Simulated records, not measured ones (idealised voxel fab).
Herein follows the process module entitled voxel transistor to metal.
Cross-section cut spans 185 nm and uses square cells 5 nm in size.
Cross-section = grid of square cells, listed top down in bands; band = one or more rows.
Heads up on the band format: heights come first, top then bottom, in nm. After that it's the materials left to right, each with its width in nm. A single material flagged "everywhere" fills the whole band edge to edge, and "blank" means there's empty space there.
Height 0 is the level under which the wafer as received is all one material. The lowest band goes on downwards, as in "z 0 and below".
The expression "30 to 40" gives the width at the extremes of the band, the first number at its top row of cells and the second at its bottom row, with the width changing by equal amounts from each row to the next in between.
Given "no alterations made" for a step, no cell of the cross-section differs between before and after that step.
The entry titled "Enclosed empty spaces" provides the empty spaces that have no open way to the top, restricted to those of 8 cells or more. Each is presented as width x height at distance, the distance being measured from the left edge, with all three in nm.
Note: text after step settings on the step line = simulator remark on that step.
The line of a step may include "overlay nm". On a step with a mask, this value is how far to the right of its planned place the mask lay. A negative value means the mask lay to the left.
### Here's what the planned process steps look like
step 1: RECEIVE (material Si)
step 2: CONFORMAL_DEP (material SiO2; thk nm 5)
step 3: CONFORMAL_DEP (material SiN; thk nm 10)
step 4: MASKED_ETCH (tone cover; mask id ACTIVE; width nm 120; etch materials SiN; depth nm 10; overlay nm 0)
step 5: MASKED_ETCH (tone cover; mask id ACTIVE; width nm 120; etch materials SiO2; depth nm 5; overlay nm 0)
step 6: MASKED_ETCH (tone cover; mask id ACTIVE; width nm 120; etch materials Si; depth nm 20; overlay nm 0)
step 7: OXIDIZE (depth nm 5)
step 8: FILL_DEP (material SiO2; thk nm 5)
step 9: CMP (height nm 15)
step 10: SELECTIVE_ETCH (etch materials SiO2; depth nm 10)
step 11: STRIP (etch materials SiN)
step 12: SELECTIVE_ETCH (etch materials SiO2; depth nm 5)
step 13: OXIDIZE (depth nm 5)
step 14: DIRECTIONAL_DEP (material polySi; thk nm 25)
step 15: DIRECTIONAL_DEP (material SiCN; thk nm 10)
step 16: MASKED_ETCH (tone cover; mask id GATE; width nm 30; etch materials SiCN; depth nm 20; overlay nm 0)
step 17: MASKED_ETCH (tone cover; mask id GATE; width nm 30; etch materials polySi; depth nm 35; overlay nm 0)
step 18: CONFORMAL_DEP (material SiO2; thk nm 5)
step 19: DIRECTIONAL_ETCH (etch materials SiO2; depth nm 5)
step 20: CONFORMAL_DEP (material SiN; thk nm 5)
step 21: DIRECTIONAL_ETCH (etch materials SiN; depth nm 5)
step 22: DIRECTIONAL_ETCH (etch materials SiO2; depth nm 5)
step 23: DIRECTIONAL_ETCH (etch materials Si; depth nm 15)
step 24: EPI (material SiGe; thk nm 20)
step 25: FILL_DEP (material SiO2; thk nm 10)
step 26: CMP (height nm 25)
step 27: STRIP (etch materials polySi)
step 28: SELECTIVE_ETCH (etch materials SiO2; depth nm 5)
step 29: CONFORMAL_DEP (material HfO2; thk nm 5)
step 30: CONFORMAL_DEP (material TiN; thk nm 5)
step 31: FILL_DEP (material W; thk nm 10)
step 32: CMP (height nm 20)
step 33: DIRECTIONAL_DEP (material SiO2; thk nm 10)
step 34: DIRECTIONAL_DEP (material aC; thk nm 10)
step 35: PATTERN (tone open; mask id CONTACT; material resist; width nm 20; pitch nm 90; thk nm 25; overlay nm 0)
step 36: DIRECTIONAL_ETCH (etch materials aC; depth nm 10)
step 37: STRIP (etch materials resist)
step 38: DIRECTIONAL_ETCH (etch materials SiO2; depth nm 30)
step 39: STRIP (etch materials aC)
step 40: CONFORMAL_DEP (material TiN; thk nm 5)
step 41: FILL_DEP (material Ru; thk nm 5)
step 42: CMP (height nm 30)
step 43: CONFORMAL_DEP (material SiCN; thk nm 5)
step 44: DIRECTIONAL_DEP (material lowk; thk nm 25)
step 45: DIRECTIONAL_DEP (material aC; thk nm 15)
step 46: PATTERN (tone open; mask id METAL_1; material resist; width nm 20; pitch nm 90; thk nm 35; overlay nm 0)
step 47: DIRECTIONAL_ETCH (etch materials aC; depth nm 15)
step 48: STRIP (etch materials resist)
step 49: DIRECTIONAL_ETCH (etch materials lowk; depth nm 25)
step 50: DIRECTIONAL_ETCH (etch materials SiCN; depth nm 5)
step 51: STRIP (etch materials aC)
step 52: CONFORMAL_DEP (material TiN; thk nm 5)
step 53: FILL_DEP (material Ru; thk nm 5)
step 54: CMP (height nm 60)
step 55: CONFORMAL_DEP (material SiCN; thk nm 5)
### First wafer out of two, processed as planned
### Shown in cross-section is the wafer as received, that is, as it stands after step 1
    z 0 and below | Si everywhere
    Enclosed empty spaces: none
### The following cross-section depicts the wafer upon completion of step 2
    z 5 to 0 | SiO2 everywhere
    Unchanged below 0.
### The following cross-section depicts the wafer upon completion of step 3
    z 15 to 5 | SiN everywhere
    Unchanged below 5.
### The following cross-section depicts the wafer upon completion of step 4
    z 15 to 5 | blank=30  SiN=120  blank=35
    Unchanged below 5.
### The following cross-section depicts the wafer upon completion of step 5
    z 15 to 5 | blank=30  SiN=120  blank=35
    z 5 to 0 | blank=30  SiO2=120  blank=35
    Unchanged below 0.
### The following cross-section depicts the wafer upon completion of step 6
    z 15 to 5 | blank=30  SiN=120  blank=35
    z 5 to 0 | blank=30  SiO2=120  blank=35
    z 0 to -20 | blank=30  Si=120  blank=35
    Unchanged below -20.
### The following cross-section depicts the wafer upon completion of step 7
    z 15 to 5 | blank=30  SiN=120  blank=35
    z 5 to 0 | blank=30  SiO2=120  blank=35
    z 0 to -20 | blank=30  SiO2=5  Si=110  SiO2=5  blank=35
    z -20 to -25 | SiO2=35  Si=110  SiO2=40
    Unchanged below -25.
### The following cross-section depicts the wafer upon completion of step 8
    z 20 to 15 | SiO2 everywhere
    z 15 to 5 | SiO2=30  SiN=120  SiO2=35
    z 5 to 0 | SiO2 everywhere
    z 0 to -25 | SiO2=35  Si=110  SiO2=40
    Unchanged below -25.
### The following cross-section depicts the wafer upon completion of step 9
    z 15 to 5 | SiO2=30  SiN=120  SiO2=35
    Unchanged below 5.
### The following cross-section depicts the wafer upon completion of step 10
    z 15 to 5 | blank=30  SiN=120  blank=35
    Unchanged below 5.
### The following cross-section depicts the wafer upon completion of step 11
    z 5 to 0 | SiO2 everywhere
    Unchanged below 0.
### The following cross-section depicts the wafer upon completion of step 12
    z 0 to -25 | SiO2=35  Si=110  SiO2=40
    Unchanged below -25.
### The following cross-section depicts the wafer upon completion of step 13
    z 0 to -5 | SiO2 everywhere
    Unchanged below -5.
### The following cross-section depicts the wafer upon completion of step 14
    z 25 to 0 | polySi everywhere
    Unchanged below 0.
### The following cross-section depicts the wafer upon completion of step 15
    z 35 to 25 | SiCN everywhere
    Unchanged below 25.
### The following cross-section depicts the wafer upon completion of step 16
    z 35 to 25 | blank=75  SiCN=30  blank=80
    Unchanged below 25.
### The following cross-section depicts the wafer upon completion of step 17
    z 35 to 25 | blank=75  SiCN=30  blank=80
    z 25 to 0 | blank=75  polySi=30  blank=80
    Unchanged below 0.
### The following cross-section depicts the wafer upon completion of step 18
    z 40 to 35 | blank=70  SiO2=40  blank=75
    z 35 to 25 | blank=70  SiO2=5  SiCN=30  SiO2=5  blank=75
    z 25 to 5 | blank=70  SiO2=5  polySi=30  SiO2=5  blank=75
    z 5 to 0 | SiO2=75  polySi=30  SiO2=80
    Unchanged below 0.
### The following cross-section depicts the wafer upon completion of step 19
    z 35 to 25 | blank=70  SiO2=5  SiCN=30  SiO2=5  blank=75
    z 25 to 0 | blank=70  SiO2=5  polySi=30  SiO2=5  blank=75
    Unchanged below 0.
### The following cross-section depicts the wafer upon completion of step 20
    z 40 to 35 | blank=65  SiN=50  blank=70
    z 35 to 25 | blank=65  SiN=5  SiO2=5  SiCN=30  SiO2=5  SiN=5  blank=70
    z 25 to 5 | blank=65  SiN=5  SiO2=5  polySi=30  SiO2=5  SiN=5  blank=70
    z 5 to 0 | SiN=70  SiO2=5  polySi=30  SiO2=5  SiN=75
    Unchanged below 0.
### The following cross-section depicts the wafer upon completion of step 21
    z 35 to 25 | blank=65  SiN=5  SiO2=5  SiCN=30  SiO2=5  SiN=5  blank=70
    z 25 to 0 | blank=65  SiN=5  SiO2=5  polySi=30  SiO2=5  SiN=5  blank=70
    Unchanged below 0.
### The following cross-section depicts the wafer upon completion of step 22
    z 35 to 30 | blank=65  SiN=5  blank=5  SiCN=30  blank=5  SiN=5  blank=70
    z 30 to 25 | blank=65  SiN=5  SiO2=5  SiCN=30  SiO2=5  SiN=5  blank=70
    z 25 to 0 | blank=65  SiN=5  SiO2=5  polySi=30  SiO2=5  SiN=5  blank=70
    z 0 to -5 | blank=65  SiO2=50  blank=70
    Unchanged below -5.
### The following cross-section depicts the wafer upon completion of step 23
    z 35 to 30 | blank=65  SiN=5  blank=5  SiCN=30  blank=5  SiN=5  blank=70
    z 30 to 25 | blank=65  SiN=5  SiO2=5  SiCN=30  SiO2=5  SiN=5  blank=70
    z 25 to 0 | blank=65  SiN=5  SiO2=5  polySi=30  SiO2=5  SiN=5  blank=70
    z 0 to -5 | blank=65  SiO2=50  blank=70
    z -5 to -20 | SiO2=35  blank=30  Si=50  blank=30  SiO2=40
    Unchanged below -20.
### The following cross-section depicts the wafer upon completion of step 24
    z 35 to 30 | blank=65  SiN=5  blank=5  SiCN=30  blank=5  SiN=5  blank=70
    z 30 to 25 | blank=65  SiN=5  SiO2=5  SiCN=30  SiO2=5  SiN=5  blank=70
    z 25 to 15 | blank=65  SiN=5  SiO2=5  polySi=30  SiO2=5  SiN=5  blank=70
    z 15 to 0 | blank=45  SiGe=20  SiN=5  SiO2=5  polySi=30  SiO2=5  SiN=5  SiGe=20  blank=50
    z 0 to -5 | blank=30  SiGe=35  SiO2=50  SiGe=35  blank=35
    z -5 to -20 | SiO2=35  SiGe=30  Si=50  SiGe=30  SiO2=40
    Unchanged below -20.
### The following cross-section depicts the wafer upon completion of step 25
    z 45 to 35 | SiO2 everywhere
    z 35 to 25 | SiO2=65  SiN=5  SiO2=5  SiCN=30  SiO2=5  SiN=5  SiO2=70
    z 25 to 15 | SiO2=65  SiN=5  SiO2=5  polySi=30  SiO2=5  SiN=5  SiO2=70
    z 15 to 0 | SiO2=45  SiGe=20  SiN=5  SiO2=5  polySi=30  SiO2=5  SiN=5  SiGe=20  SiO2=50
    z 0 to -5 | SiO2=30  SiGe=35  SiO2=50  SiGe=35  SiO2=35
    Unchanged below -5.
### The following cross-section depicts the wafer upon completion of step 26
    z 25 to 15 | SiO2=65  SiN=5  SiO2=5  polySi=30  SiO2=5  SiN=5  SiO2=70
    Unchanged below 15.
### The following cross-section depicts the wafer upon completion of step 27
    z 25 to 15 | SiO2=65  SiN=5  SiO2=5  blank=30  SiO2=5  SiN=5  SiO2=70
    z 15 to 0 | SiO2=45  SiGe=20  SiN=5  SiO2=5  blank=30  SiO2=5  SiN=5  SiGe=20  SiO2=50
    Unchanged below 0.
### The following cross-section depicts the wafer upon completion of step 28
    z 25 to 20 | blank=65  SiN=5  blank=40  SiN=5  blank=70
    z 20 to 15 | SiO2=65  SiN=5  blank=40  SiN=5  SiO2=70
    z 15 to 0 | SiO2=45  SiGe=20  SiN=5  blank=40  SiN=5  SiGe=20  SiO2=50
    z 0 to -5 | SiO2=30  SiGe=35  SiO2=5  blank=40  SiO2=5  SiGe=35  SiO2=35
    Unchanged below -5.
### The following cross-section depicts the wafer upon completion of step 29
    z 30 to 25 | blank=60  HfO2=15  blank=30  HfO2=15  blank=65
    z 25 to 20 | HfO2=65  SiN=5  HfO2=5  blank=30  HfO2=5  SiN=5  HfO2=70
    z 20 to 15 | SiO2=65  SiN=5  HfO2=5  blank=30  HfO2=5  SiN=5  SiO2=70
    z 15 to 0 | SiO2=45  SiGe=20  SiN=5  HfO2=5  blank=30  HfO2=5  SiN=5  SiGe=20  SiO2=50
    z 0 to -5 | SiO2=30  SiGe=35  SiO2=5  HfO2=40  SiO2=5  SiGe=35  SiO2=35
    Unchanged below -5.
### The following cross-section depicts the wafer upon completion of step 30
    z 35 to 30 | blank=55  TiN=25  blank=20  TiN=25  blank=60
    z 30 to 25 | TiN=60  HfO2=15  TiN=5  blank=20  TiN=5  HfO2=15  TiN=65
    z 25 to 20 | HfO2=65  SiN=5  HfO2=5  TiN=5  blank=20  TiN=5  HfO2=5  SiN=5  HfO2=70
    z 20 to 15 | SiO2=65  SiN=5  HfO2=5  TiN=5  blank=20  TiN=5  HfO2=5  SiN=5  SiO2=70
    z 15 to 5 | SiO2=45  SiGe=20  SiN=5  HfO2=5  TiN=5  blank=20  TiN=5  HfO2=5  SiN=5  SiGe=20  SiO2=50
    z 5 to 0 | SiO2=45  SiGe=20  SiN=5  HfO2=5  TiN=30  HfO2=5  SiN=5  SiGe=20  SiO2=50
    Unchanged below 0.
### The following cross-section depicts the wafer upon completion of step 31
    z 45 to 35 | W everywhere
    z 35 to 30 | W=55  TiN=25  W=20  TiN=25  W=60
    z 30 to 25 | TiN=60  HfO2=15  TiN=5  W=20  TiN=5  HfO2=15  TiN=65
    z 25 to 20 | HfO2=65  SiN=5  HfO2=5  TiN=5  W=20  TiN=5  HfO2=5  SiN=5  HfO2=70
    z 20 to 15 | SiO2=65  SiN=5  HfO2=5  TiN=5  W=20  TiN=5  HfO2=5  SiN=5  SiO2=70
    z 15 to 5 | SiO2=45  SiGe=20  SiN=5  HfO2=5  TiN=5  W=20  TiN=5  HfO2=5  SiN=5  SiGe=20  SiO2=50
    Unchanged below 5.
### The following cross-section depicts the wafer upon completion of step 32
    z 20 to 15 | SiO2=65  SiN=5  HfO2=5  TiN=5  W=20  TiN=5  HfO2=5  SiN=5  SiO2=70
    Unchanged below 15.
### The following cross-section depicts the wafer upon completion of step 33
    z 30 to 20 | SiO2 everywhere
    Unchanged below 20.
### The following cross-section depicts the wafer upon completion of step 34
    z 40 to 30 | aC everywhere
    Unchanged below 30.
### The following cross-section depicts the wafer upon completion of step 35
    z 65 to 40 | resist=35  blank=20  resist=70  blank=20  resist=40
    Unchanged below 40.
### The following cross-section depicts the wafer upon completion of step 36
    z 55 to 40 | resist=35  blank=20  resist=70  blank=20  resist=40
    z 40 to 30 | aC=35  blank=20  aC=70  blank=20  aC=40
    Unchanged below 30.
### The following cross-section depicts the wafer upon completion of step 37
    z 40 to 30 | aC=35  blank=20  aC=70  blank=20  aC=40
    Unchanged below 30.
### The following cross-section depicts the wafer upon completion of step 38
    z 40 to 30 | aC=35  blank=20  aC=70  blank=20  aC=40
    z 30 to 20 | SiO2=35  blank=20  SiO2=70  blank=20  SiO2=40
    z 20 to 15 | SiO2=35  blank=20  SiO2=10  SiN=5  HfO2=5  TiN=5  W=20  TiN=5  HfO2=5  SiN=5  SiO2=10  blank=20  SiO2=40
    z 15 to 5 | SiO2=35  blank=10  SiGe=20  SiN=5  HfO2=5  TiN=5  W=20  TiN=5  HfO2=5  SiN=5  SiGe=20  blank=10  SiO2=40
    z 5 to 0 | SiO2=35  blank=10  SiGe=20  SiN=5  HfO2=5  TiN=30  HfO2=5  SiN=5  SiGe=20  blank=10  SiO2=40
    Unchanged below 0.
### The following cross-section depicts the wafer upon completion of step 39
    z 30 to 20 | SiO2=35  blank=20  SiO2=70  blank=20  SiO2=40
    Unchanged below 20.
### The following cross-section depicts the wafer upon completion of step 40
    z 35 to 30 | TiN=40  blank=10  TiN=80  blank=10  TiN=45
    z 30 to 20 | SiO2=35  TiN=5  blank=10  TiN=5  SiO2=70  TiN=5  blank=10  TiN=5  SiO2=40
    z 20 to 15 | SiO2=35  TiN=20  SiO2=10  SiN=5  HfO2=5  TiN=5  W=20  TiN=5  HfO2=5  SiN=5  SiO2=10  TiN=20  SiO2=40
    z 15 to 5 | SiO2=35  TiN=10  SiGe=20  SiN=5  HfO2=5  TiN=5  W=20  TiN=5  HfO2=5  SiN=5  SiGe=20  TiN=10  SiO2=40
    z 5 to 0 | SiO2=35  TiN=10  SiGe=20  SiN=5  HfO2=5  TiN=30  HfO2=5  SiN=5  SiGe=20  TiN=10  SiO2=40
    Unchanged below 0.
### The following cross-section depicts the wafer upon completion of step 41
    z 40 to 35 | Ru everywhere
    z 35 to 30 | TiN=40  Ru=10  TiN=80  Ru=10  TiN=45
    z 30 to 20 | SiO2=35  TiN=5  Ru=10  TiN=5  SiO2=70  TiN=5  Ru=10  TiN=5  SiO2=40
    Unchanged below 20.
### The following cross-section depicts the wafer upon completion of step 42
    z 30 to 20 | SiO2=35  TiN=5  Ru=10  TiN=5  SiO2=70  TiN=5  Ru=10  TiN=5  SiO2=40
    Unchanged below 20.
### The following cross-section depicts the wafer upon completion of step 43
    z 35 to 30 | SiCN everywhere
    Unchanged below 30.
### The following cross-section depicts the wafer upon completion of step 44
    z 60 to 35 | lowk everywhere
    Unchanged below 35.
### The following cross-section depicts the wafer upon completion of step 45
    z 75 to 60 | aC everywhere
    Unchanged below 60.
### The following cross-section depicts the wafer upon completion of step 46
    z 110 to 75 | resist=35  blank=20  resist=70  blank=20  resist=40
    Unchanged below 75.
### The following cross-section depicts the wafer upon completion of step 47
    z 95 to 75 | resist=35  blank=20  resist=70  blank=20  resist=40
    z 75 to 60 | aC=35  blank=20  aC=70  blank=20  aC=40
    Unchanged below 60.
### The following cross-section depicts the wafer upon completion of step 48
    z 75 to 60 | aC=35  blank=20  aC=70  blank=20  aC=40
    Unchanged below 60.
### The following cross-section depicts the wafer upon completion of step 49
    z 75 to 60 | aC=35  blank=20  aC=70  blank=20  aC=40
    z 60 to 35 | lowk=35  blank=20  lowk=70  blank=20  lowk=40
    Unchanged below 35.
### The following cross-section depicts the wafer upon completion of step 50
    z 75 to 60 | aC=35  blank=20  aC=70  blank=20  aC=40
    z 60 to 35 | lowk=35  blank=20  lowk=70  blank=20  lowk=40
    z 35 to 30 | SiCN=35  blank=20  SiCN=70  blank=20  SiCN=40
    Unchanged below 30.
### The following cross-section depicts the wafer upon completion of step 51
    z 60 to 35 | lowk=35  blank=20  lowk=70  blank=20  lowk=40
    Unchanged below 35.
### The following cross-section depicts the wafer upon completion of step 52
    z 65 to 60 | TiN=40  blank=10  TiN=80  blank=10  TiN=45
    z 60 to 35 | lowk=35  TiN=5  blank=10  TiN=5  lowk=70  TiN=5  blank=10  TiN=5  lowk=40
    z 35 to 30 | SiCN=35  TiN=20  SiCN=70  TiN=20  SiCN=40
    Unchanged below 30.
### The following cross-section depicts the wafer upon completion of step 53
    z 70 to 65 | Ru everywhere
    z 65 to 60 | TiN=40  Ru=10  TiN=80  Ru=10  TiN=45
    z 60 to 35 | lowk=35  TiN=5  Ru=10  TiN=5  lowk=70  TiN=5  Ru=10  TiN=5  lowk=40
    Unchanged below 35.
### The following cross-section depicts the wafer upon completion of step 54
    z 60 to 35 | lowk=35  TiN=5  Ru=10  TiN=5  lowk=70  TiN=5  Ru=10  TiN=5  lowk=40
    Unchanged below 35.
### The following cross-section depicts the wafer upon completion of step 55
    z 65 to 60 | SiCN everywhere
    Unchanged below 60.
### Notes, second wafer: start = first wafer's, plan = first wafer's, execution had one mistake; history identical to first through step 25
### Cross-section of the second wafer corresponding to the planned conclusion of step 26
    z 15 to 0 | SiO2=45  SiGe=20  SiN=5  SiO2=5  polySi=30  SiO2=5  SiN=5  SiGe=20  SiO2=50
    Unchanged below 0.
### Cross-section of the second wafer corresponding to the planned conclusion of step 27
    z 15 to 0 | SiO2=45  SiGe=20  SiN=5  SiO2=5  blank=30  SiO2=5  SiN=5  SiGe=20  SiO2=50
    Unchanged below 0.
### Cross-section of the second wafer corresponding to the planned conclusion of step 28
    z 15 to 10 | blank=45  SiGe=20  SiN=5  blank=40  SiN=5  SiGe=20  blank=50
    z 10 to 0 | SiO2=45  SiGe=20  SiN=5  blank=40  SiN=5  SiGe=20  SiO2=50
    z 0 to -5 | SiO2=30  SiGe=35  SiO2=5  blank=40  SiO2=5  SiGe=35  SiO2=35
    Unchanged below -5.
### Cross-section of the second wafer corresponding to the planned conclusion of step 29
    z 20 to 15 | blank=40  HfO2=35  blank=30  HfO2=35  blank=45
    z 15 to 10 | HfO2=45  SiGe=20  SiN=5  HfO2=5  blank=30  HfO2=5  SiN=5  SiGe=20  HfO2=50
    z 10 to 0 | SiO2=45  SiGe=20  SiN=5  HfO2=5  blank=30  HfO2=5  SiN=5  SiGe=20  SiO2=50
    z 0 to -5 | SiO2=30  SiGe=35  SiO2=5  HfO2=40  SiO2=5  SiGe=35  SiO2=35
    Unchanged below -5.
### Cross-section of the second wafer corresponding to the planned conclusion of step 30
    z 25 to 20 | blank=35  TiN=45  blank=20  TiN=45  blank=40
    z 20 to 15 | TiN=40  HfO2=35  TiN=5  blank=20  TiN=5  HfO2=35  TiN=45
    z 15 to 10 | HfO2=45  SiGe=20  SiN=5  HfO2=5  TiN=5  blank=20  TiN=5  HfO2=5  SiN=5  SiGe=20  HfO2=50
    z 10 to 5 | SiO2=45  SiGe=20  SiN=5  HfO2=5  TiN=5  blank=20  TiN=5  HfO2=5  SiN=5  SiGe=20  SiO2=50
    z 5 to 0 | SiO2=45  SiGe=20  SiN=5  HfO2=5  TiN=30  HfO2=5  SiN=5  SiGe=20  SiO2=50
    Unchanged below 0.
### Cross-section of the second wafer corresponding to the planned conclusion of step 31
    z 35 to 25 | W everywhere
    z 25 to 20 | W=35  TiN=45  W=20  TiN=45  W=40
    z 20 to 15 | TiN=40  HfO2=35  TiN=5  W=20  TiN=5  HfO2=35  TiN=45
    z 15 to 10 | HfO2=45  SiGe=20  SiN=5  HfO2=5  TiN=5  W=20  TiN=5  HfO2=5  SiN=5  SiGe=20  HfO2=50
    z 10 to 5 | SiO2=45  SiGe=20  SiN=5  HfO2=5  TiN=5  W=20  TiN=5  HfO2=5  SiN=5  SiGe=20  SiO2=50
    Unchanged below 5.
### Cross-section of the second wafer corresponding to the planned conclusion of step 32
    z 20 to 15 | TiN=40  HfO2=35  TiN=5  W=20  TiN=5  HfO2=35  TiN=45
    Unchanged below 15.
### Cross-section of the second wafer corresponding to the planned conclusion of step 33
    z 30 to 20 | SiO2 everywhere
    Unchanged below 20.
### Cross-section of the second wafer corresponding to the planned conclusion of step 34
    z 40 to 30 | aC everywhere
    Unchanged below 30.
### Cross-section of the second wafer corresponding to the planned conclusion of step 35
    z 65 to 40 | resist=35  blank=20  resist=70  blank=20  resist=40
    Unchanged below 40.
### Cross-section of the second wafer corresponding to the planned conclusion of step 36
    z 55 to 40 | resist=35  blank=20  resist=70  blank=20  resist=40
    z 40 to 30 | aC=35  blank=20  aC=70  blank=20  aC=40
    Unchanged below 30.
### Cross-section of the second wafer corresponding to the planned conclusion of step 37
    z 40 to 30 | aC=35  blank=20  aC=70  blank=20  aC=40
    Unchanged below 30.
### Cross-section of the second wafer corresponding to the planned conclusion of step 38
    z 40 to 30 | aC=35  blank=20  aC=70  blank=20  aC=40
    z 30 to 20 | SiO2=35  blank=20  SiO2=70  blank=20  SiO2=40
    Unchanged below 20.
### Cross-section of the second wafer corresponding to the planned conclusion of step 39
    z 30 to 20 | SiO2=35  blank=20  SiO2=70  blank=20  SiO2=40
    Unchanged below 20.
### Cross-section of the second wafer corresponding to the planned conclusion of step 40
    z 35 to 30 | TiN=40  blank=10  TiN=80  blank=10  TiN=45
    z 30 to 25 | SiO2=35  TiN=5  blank=10  TiN=5  SiO2=70  TiN=5  blank=10  TiN=5  SiO2=40
    z 25 to 20 | SiO2=35  TiN=20  SiO2=70  TiN=20  SiO2=40
    Unchanged below 20.
### Cross-section of the second wafer corresponding to the planned conclusion of step 41
    z 40 to 35 | Ru everywhere
    z 35 to 30 | TiN=40  Ru=10  TiN=80  Ru=10  TiN=45
    z 30 to 25 | SiO2=35  TiN=5  Ru=10  TiN=5  SiO2=70  TiN=5  Ru=10  TiN=5  SiO2=40
    Unchanged below 25.
### Cross-section of the second wafer corresponding to the planned conclusion of step 42
    z 30 to 25 | SiO2=35  TiN=5  Ru=10  TiN=5  SiO2=70  TiN=5  Ru=10  TiN=5  SiO2=40
    Unchanged below 25.
### Cross-section of the second wafer corresponding to the planned conclusion of step 43
    z 35 to 30 | SiCN everywhere
    Unchanged below 30.
### Cross-section of the second wafer corresponding to the planned conclusion of step 44
    z 60 to 35 | lowk everywhere
    Unchanged below 35.
### Cross-section of the second wafer corresponding to the planned conclusion of step 45
    z 75 to 60 | aC everywhere
    Unchanged below 60.
### Cross-section of the second wafer corresponding to the planned conclusion of step 46
    z 110 to 75 | resist=35  blank=20  resist=70  blank=20  resist=40
    Unchanged below 75.
### Cross-section of the second wafer corresponding to the planned conclusion of step 47
    z 95 to 75 | resist=35  blank=20  resist=70  blank=20  resist=40
    z 75 to 60 | aC=35  blank=20  aC=70  blank=20  aC=40
    Unchanged below 60.
### Cross-section of the second wafer corresponding to the planned conclusion of step 48
    z 75 to 60 | aC=35  blank=20  aC=70  blank=20  aC=40
    Unchanged below 60.
### Cross-section of the second wafer corresponding to the planned conclusion of step 49
    z 75 to 60 | aC=35  blank=20  aC=70  blank=20  aC=40
    z 60 to 35 | lowk=35  blank=20  lowk=70  blank=20  lowk=40
    Unchanged below 35.
### Cross-section of the second wafer corresponding to the planned conclusion of step 50
    z 75 to 60 | aC=35  blank=20  aC=70  blank=20  aC=40
    z 60 to 35 | lowk=35  blank=20  lowk=70  blank=20  lowk=40
    z 35 to 30 | SiCN=35  blank=20  SiCN=70  blank=20  SiCN=40
    Unchanged below 30.
### Cross-section of the second wafer corresponding to the planned conclusion of step 51
    z 60 to 35 | lowk=35  blank=20  lowk=70  blank=20  lowk=40
    Unchanged below 35.
### Cross-section of the second wafer corresponding to the planned conclusion of step 52
    z 65 to 60 | TiN=40  blank=10  TiN=80  blank=10  TiN=45
    z 60 to 35 | lowk=35  TiN=5  blank=10  TiN=5  lowk=70  TiN=5  blank=10  TiN=5  lowk=40
    z 35 to 30 | SiCN=35  TiN=20  SiCN=70  TiN=20  SiCN=40
    Unchanged below 30.
### Cross-section of the second wafer corresponding to the planned conclusion of step 53
    z 70 to 65 | Ru everywhere
    z 65 to 60 | TiN=40  Ru=10  TiN=80  Ru=10  TiN=45
    z 60 to 35 | lowk=35  TiN=5  Ru=10  TiN=5  lowk=70  TiN=5  Ru=10  TiN=5  lowk=40
    Unchanged below 35.
### Cross-section of the second wafer corresponding to the planned conclusion of step 54
    z 60 to 35 | lowk=35  TiN=5  Ru=10  TiN=5  lowk=70  TiN=5  Ru=10  TiN=5  lowk=40
    Unchanged below 35.
### Cross-section of the second wafer corresponding to the planned conclusion of step 55
    z 65 to 60 | SiCN everywhere
    Unchanged below 60.
Against the plan, the run slipped here: so step 26 ended up running with a different setting than we planned, it ran as CMP (height nm 15)
at the end the second wafer has, in cells: HfO2 +31, Ru -4, SiN -2, SiO2 -26, TiN +1
